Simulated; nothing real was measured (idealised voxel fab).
A process module follows: voxel ribs on slabs.
265 nm wide, 5 nm square cells: that's cross-section cut.
Cross-section format: a grid of square cells, given as bands from top to bottom; each band is one or more rows of cells. A band entry consists of two parts. The first gives the height of the band's top and the height of its bottom, in nm. The rest lists the band's materials from left to right, each with its width in nm. A single material labelled with the word "full width" fills the band from edge to edge, and the word "empty" marks empty space. Heads up on the height convention: 0 is the point under which the incoming wafer is all one material, and the lowest band has no bottom, it just keeps going down, like "z 0 and below". The expression "30 to 40" gives the width at the extremes of the band, the first number at its top row of cells and the second at its bottom row, with the width changing by equal amounts from each row to the next in between. Take "stayed the same" at face value: in the step it is given for, the cross-section changed in none of its cells. If an empty space has no open way to the top and is at least 8 cells in size, "Encapsulated voids" lists it, written width x height at distance, where distance is measured from the left edge and every value is in nm. after a step's settings: what the simulator itself notes on the step. overlay nm: for a step with a mask, the amount by which the mask lay right of where it was planned; a negative amount means left of it.

# Intended process steps
1: RECEIVE [material Si]
2: DIRECTIONAL_DEP [material SiO2] [thk nm 25]
3: DIRECTIONAL_DEP [material SiN] [thk nm 20]
4: MASKED_ETCH [tone cover] [mask id RIB] [width nm 20] [etch materials SiN] [depth nm 15] [overlay nm 0]
5: PATTERN [tone cover] [mask id SLAB] [material resist] [width nm 60] [thk nm 15] [overlay nm 0]
6: DIRECTIONAL_ETCH [etch materials SiN] [depth nm 5]
7: STRIP [etch materials resist]
8: FILL_DEP [material SiO2] [thk nm 30]
9: CMP [height nm 65]
10: DIRECTIONAL_DEP [material W] [thk nm 10]
11: PATTERN [tone cover] [mask id HEATER] [material resist] [width nm 30] [thk nm 20] [overlay nm 0]
12: DIRECTIONAL_ETCH [etch materials W] [depth nm 10]
13: STRIP [etch materials resist]
14: CONFORMAL_DEP [material SiO2] [thk nm 10]

# first wafer, as planned

# Wafer cross-section on receipt, i.e. after step 1
z 0 and below: Si full width
Encapsulated voids: none

# Step 2 complete: cross-section through the wafer
z 25 to 0: SiO2 full width
Note: structure below 0 unchanged.

# Step 3 complete: cross-section through the wafer
z 45 to 25: SiN full width
Note: structure below 25 unchanged.

# Step 4 complete: cross-section through the wafer
z 45 to 30: empty (120)  SiN (20)  empty (125)
Note: structure below 30 unchanged.

# Step 5 complete: cross-section through the wafer
z 60 to 45: empty (100)  resist (60)  empty (105)
z 45 to 30: empty (100)  resist (20)  SiN (20)  resist (20)  empty (105)
Note: structure below 30 unchanged.

# Step 6 complete: cross-section through the wafer
z 60 to 45: empty (100)  resist (60)  empty (105)
z 45 to 30: empty (100)  resist (20)  SiN (20)  resist (20)  empty (105)
z 30 to 25: empty (100)  SiN (60)  empty (105)
Note: structure below 25 unchanged.

# Step 7 complete: cross-section through the wafer
z 45 to 30: empty (120)  SiN (20)  empty (125)
Note: structure below 30 unchanged.

# Step 8 complete: cross-section through the wafer
z 75 to 45: SiO2 full width
z 45 to 30: SiO2 (120)  SiN (20)  SiO2 (125)
z 30 to 25: SiO2 (100)  SiN (60)  SiO2 (105)
Note: structure below 25 unchanged.

# Step 9 complete: cross-section through the wafer
z 65 to 45: SiO2 full width
Note: structure below 45 unchanged.

# Step 10 complete: cross-section through the wafer
z 75 to 65: W full width
Note: structure below 65 unchanged.

# Step 11 complete: cross-section through the wafer
z 95 to 75: empty (115)  resist (30)  empty (120)
Note: structure below 75 unchanged.

# Step 12 complete: cross-section through the wafer
z 95 to 75: empty (115)  resist (30)  empty (120)
z 75 to 65: empty (115)  W (30)  empty (120)
Note: structure below 65 unchanged.

# Step 13 complete: cross-section through the wafer
z 75 to 65: empty (115)  W (30)  empty (120)
Note: structure below 65 unchanged.

# Step 14 complete: cross-section through the wafer
z 85 to 75: empty (105)  SiO2 (50)  empty (110)
z 75 to 65: SiO2 (115)  W (30)  SiO2 (120)
Note: structure below 65 unchanged.

# For the second wafer, take the first wafer's start and plan, then add one mistake made in running it; everything through step 12, that step included, is shared with the first

# Second wafer: cross-section at the scheduled end of step 13
z 0 and below: Si full width

# Second wafer: cross-section at the scheduled end of step 14
z 10 to 0: SiO2 full width
Note: structure below 0 unchanged.
In executing the process, a mistake was made relative to the plan: heads up, step 13 didn't go per plan, it actually ran as STRIP [etch materials SiO2]
Materials where the second wafer ends with more or fewer cells than the first: SiN: 24 fewer | SiO2: 673 fewer | W: 12 fewer
